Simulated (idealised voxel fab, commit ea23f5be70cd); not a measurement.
The document below concerns the process module designated voxel released beams.
Section shown: cut. Width: 270 nm. Cell size: 5 nm, square.
This document writes a cross-section as a grid whose cells are square, and gives it as bands, listed from the top down; one or more rows of cells form a band.
It is stipulated that each band's entry specify, in nanometres, the height of the top of the band and then that of its bottom, followed by the materials of the band in left-to-right sequence, each together with its width in nanometres. A single material marked by the word "edge to edge" is understood to fill the band from edge to edge; the word "empty" is understood to denote empty space.
Heights are measured from 0, the level below which the as-received wafer is all one material; the lowest band has no bottom and continues downward, written as in "z 0 and below".
The two numbers in a width such as "30->40" mark its ends across the band: the first belongs to the top row of cells, the second to the bottom row, and from each row to the next the width moves by the same amount.
"no alterations made", as given for a step, is the statement that not any cell of the cross-section underwent a change during that step.
"Closed cavities" enumerates empty spaces isolated from the top, with no open way to it, that contain at least 8 cells, giving each as width x height at distance from the left edge, all three in nm.
The remark found on a step's line after its settings is issued by the simulator itself and pertains to that step.
A step's line can hold "overlay nm"; with a mask on that step, the setting says how far right of the planned place the mask lay, while a negative setting says it lay to the left.

These are the steps we planned for the process:
- 1: RECEIVE,material Si
- 2: CONFORMAL_DEP,material Al2O3,thk nm 10
- 3: DIRECTIONAL_DEP,material SiO2,thk nm 15
- 4: PATTERN,tone open,mask id ANCHOR,material resist,width nm 40,thk nm 15,overlay nm 0
- 5: DIRECTIONAL_ETCH,etch materials SiO2,depth nm 15
- 6: STRIP,etch materials resist
- 7: CONFORMAL_DEP,material polySi,thk nm 15
- 8: PATTERN,tone cover,mask id BEAM,material resist,width nm 125,thk nm 20,overlay nm 0
- 9: DIRECTIONAL_ETCH,etch materials polySi,depth nm 15
- 10: STRIP,etch materials resist
- 11: STRIP,etch materials SiO2

Incoming wafer in cross-section (state: after step 1):
  z 0 and below = Si edge to edge
  Closed cavities: none

Module complete, cross-section. Starting point and plan per above. One mistake made in running the module:
  z 40 to 25 = 70 of empty | 30 of polySi | 10 of empty | 85 of polySi | 75 of empty
  z 25 to 10 = 85 of empty | 40 of polySi | 145 of empty
  z 10 to 0 = Al2O3 edge to edge
  z 0 and below = Si edge to edge
  Closed cavities: none
Nonconformance to the process plan: so step 4 ended up running with a different setting than we planned, it ran as PATTERN,tone open,mask id ANCHOR,material resist,width nm 40,thk nm 15,overlay nm 10
